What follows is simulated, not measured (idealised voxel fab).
Proc. module: voxel capacitor over wiring
Cross-sectional view cut (width: 170 nm; square cell size: 5 nm).
Think of the cross-section as a grid of square cells. We describe it in bands, top to bottom, and each band covers one or more rows of those cells. First you get the band's top height and its bottom height, in nm, and then the materials it's made of, left to right, with each width in nm. If you see a single material with "edge to edge", that one covers the band edge to edge. "air" is empty space. Where do heights start? At 0: under that level the wafer as delivered is made of one material only. And the lowest band has no floor; it just carries on downward, as in "from 0 down". Note: "30..40" means the width goes from the first number (top row of the band) to the second number (bottom row) in equal steps per row of cells. Reading "no modification" for a step: not a cell of the cross-section changed in it. "Trapped cavities" lists enclosed empty spaces (at least 8 cells, no open path upward to the top), each as width x height at distance from the left edge, in nm. Formally, on a step line, whatever follows the settings is a remark that the simulator itself makes on the step. For masked steps, "overlay nm" on the step line gives how far right of plan the mask actually lay; a minus sign means it lay to the left.

The process steps that were planned are listed below:
1 RECEIVE, material Si
2 CONFORMAL_DEP, material SiO2, thk nm 10
3 DIRECTIONAL_DEP, material TiN, thk nm 5
4 DIRECTIONAL_DEP, material Ru, thk nm 15
5 PATTERN, tone cover, mask id METAL_1, material resist, width nm 25, pitch nm 85, thk nm 15, overlay nm 0
6 DIRECTIONAL_ETCH, etch materials Ru, depth nm 15
7 DIRECTIONAL_ETCH, etch materials TiN, depth nm 5
8 STRIP, etch materials resist
9 FILL_DEP, material lowk, thk nm 10
10 CMP, height nm 30
11 CONFORMAL_DEP, material SiCN, thk nm 5
12 DIRECTIONAL_DEP, material lowk, thk nm 10
13 PATTERN, tone open, mask id PLUG_1, material resist, width nm 15, thk nm 15, overlay nm 0
14 DIRECTIONAL_ETCH, etch materials lowk, depth nm 10
15 DIRECTIONAL_ETCH, etch materials SiCN, depth nm 5
16 STRIP, etch materials resist
17 EPI, material Ru, thk nm 10
18 EPI, material Ru, thk nm 5
19 DIRECTIONAL_DEP, material TiN, thk nm 10
20 DIRECTIONAL_DEP, material Al2O3, thk nm 5
21 DIRECTIONAL_DEP, material TiN, thk nm 5
22 MASKED_ETCH, tone cover, mask id UPPER_PLATE, width nm 65, etch materials TiN, depth nm 5, overlay nm 0
23 MASKED_ETCH, tone cover, mask id UPPER_PLATE, width nm 65, etch materials Al2O3, depth nm 5, overlay nm 0
24 DIRECTIONAL_DEP, material aC, thk nm 15
25 PATTERN, tone cover, mask id LOWER_PLATE, material resist, width nm 75, thk nm 35, overlay nm 0
26 DIRECTIONAL_ETCH, etch materials aC, depth nm 15
27 STRIP, etch materials resist
28 DIRECTIONAL_ETCH, etch materials TiN, depth nm 10
29 STRIP, etch materials aC
30 FILL_DEP, material SiO2, thk nm 20
31 CMP, height nm 80
32 DIRECTIONAL_DEP, material aC, thk nm 15
33 PATTERN, tone open, mask id PLUG_2, material resist, width nm 15, thk nm 30, overlay nm 0
34 DIRECTIONAL_ETCH, etch materials aC, depth nm 15
35 STRIP, etch materials resist
36 DIRECTIONAL_ETCH, etch materials SiO2, depth nm 15
37 STRIP, etch materials aC
38 CONFORMAL_DEP, material TiN, thk nm 5
39 FILL_DEP, material Cu, thk nm 5
40 CMP, height nm 80
41 CONFORMAL_DEP, material SiN, thk nm 5

Here's what the wafer looked like in cross-section when it arrived - that's after step 1:
- from 0 down = Si edge to edge
- Trapped cavities: none

One mistake in running the module, otherwise start and plan as above: cross-section at the end:
- from 85 to 80 = SiN edge to edge
- from 80 to 70 = 50 nm SiO2 / 5 nm TiN / 5 nm Cu / 5 nm TiN / 105 nm SiO2
- from 70 to 60 = 50..55 nm SiO2 / 15..50 nm TiN / 105..65 nm SiO2
- from 60 to 55 = 55 nm SiO2 / 50 nm Al2O3 / 65 nm SiO2
- from 55 to 50 = 35 nm SiO2 / 5 nm TiN / 15 nm SiO2 / 55 nm TiN / 60 nm SiO2
- from 50 to 45 = 35 nm SiO2 / 75 nm TiN / 60 nm SiO2
- from 45 to 40 = 40 nm lowk / 15 nm Al2O3 / 115 nm lowk
- from 40 to 35 = 40 nm lowk / 15 nm TiN / 115 nm lowk
- from 35 to 30 = 40 nm SiCN / 15 nm TiN / 115 nm SiCN
- from 30 to 20 = lowk edge to edge
- from 20 to 5 = 30 nm lowk / 25 nm Ru / 60 nm lowk / 25 nm Ru / 30 nm lowk
- from 5 to 0 = 30 nm lowk / 25 nm TiN / 60 nm lowk / 25 nm TiN / 30 nm lowk
- from 0 down = Si edge to edge
- Trapped cavities: none
What was the processing mistake? step 2 was dropped from the plan's execution and never run
